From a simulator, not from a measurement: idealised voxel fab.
Process module, titled voxel fin reveal
Pictured: cross-section cut, 245 nm wide, on a grid of 5 nm square cells.
We lay out every cross-section as a grid of square cells and spell it out in bands from the top down, where one band means one or more rows of cells. Band: top height; bottom height; in nm. Then, left to right: material with width in nm, for each material. "throughout": a single material spanning edge to edge. "blank": empty space. The reference from which all heights are counted is 0, the level beneath which the as-received wafer is entirely one material; the lowest band, having no lower bound, proceeds downward and is written after the example "0 nm and below". Think of "30 to 40" as a width that walks from the first number to the second as you go down the band, top row to bottom row, taking equal-sized steps from row to row. The designation "remained unchanged", where it is given for a processing step, indicates that no cell of the cross-section was altered in the course of that step. "Sealed void inventory" specifies each empty space that is not open to the top and that occupies no fewer than 8 cells, using the form width x height at distance, the distance measured from the left edge and all three quantities in nm. If you see something after the settings on a step's line, that's the simulator's own remark about that step. overlay nm: mask right of planned place by this much (step with mask). Neg. = left.
Steps planned for the process:
- 1: RECEIVE, material Si
- 2: CONFORMAL_DEP, material SiN, thk nm 10
- 3: DIRECTIONAL_DEP, material aC, thk nm 15
- 4: PATTERN, tone cover, mask id FINS, material resist, width nm 15, pitch nm 45, thk nm 30, overlay nm 0
- 5: DIRECTIONAL_ETCH, etch materials aC, depth nm 15
- 6: STRIP, etch materials resist
- 7: DIRECTIONAL_ETCH, etch materials SiN, depth nm 10
- 8: DIRECTIONAL_ETCH, etch materials Si, depth nm 30
- 9: STRIP, etch materials aC
- 10: FILL_DEP, material SiO2, thk nm 10
- 11: CMP, height nm 10
- 12: SELECTIVE_ETCH, etch materials SiO2, depth nm 20
- 13: STRIP, etch materials SiN
- 14: CONFORMAL_DEP, material SiO2, thk nm 5
Incoming wafer in cross-section (state: after step 1):
- 0 nm and below  Si throughout
- Sealed void inventory: none
First of two wafers, end-of-module section, run followed plan:
- 5 nm to 0 nm  blank=85, SiO2=25, blank=20, SiO2=25, blank=90
- 0 nm to -5 nm  blank=85, SiO2=5, Si=15, SiO2=5, blank=20, SiO2=5, Si=15, SiO2=5, blank=90
- -5 nm to -30 nm  SiO2=90, Si=15, SiO2=30, Si=15, SiO2=95
- -30 nm and below  Si throughout
- Sealed void inventory: none
Second wafer at the end: like start, like plan, one mistake:
- 5 nm to 0 nm  blank=85, SiN=25, blank=20, SiN=25, blank=90
- 0 nm to -5 nm  blank=85, SiN=5, Si=15, SiN=5, blank=20, SiN=5, Si=15, SiN=5, blank=90
- -5 nm to -10 nm  SiN=90, Si=15, SiN=30, Si=15, SiN=95
- -10 nm to -30 nm  SiO2=90, Si=15, SiO2=30, Si=15, SiO2=95
- -30 nm and below  Si throughout
- Sealed void inventory: none
What was done differently from what was planned? in deviation from the planned setting, step 14 was conducted as CONFORMAL_DEP, material SiN, thk nm 5
Counted in cells at the end, the second wafer holds more or fewer of these materials than the first: SiN: 57 more, SiO2: 57 fewer
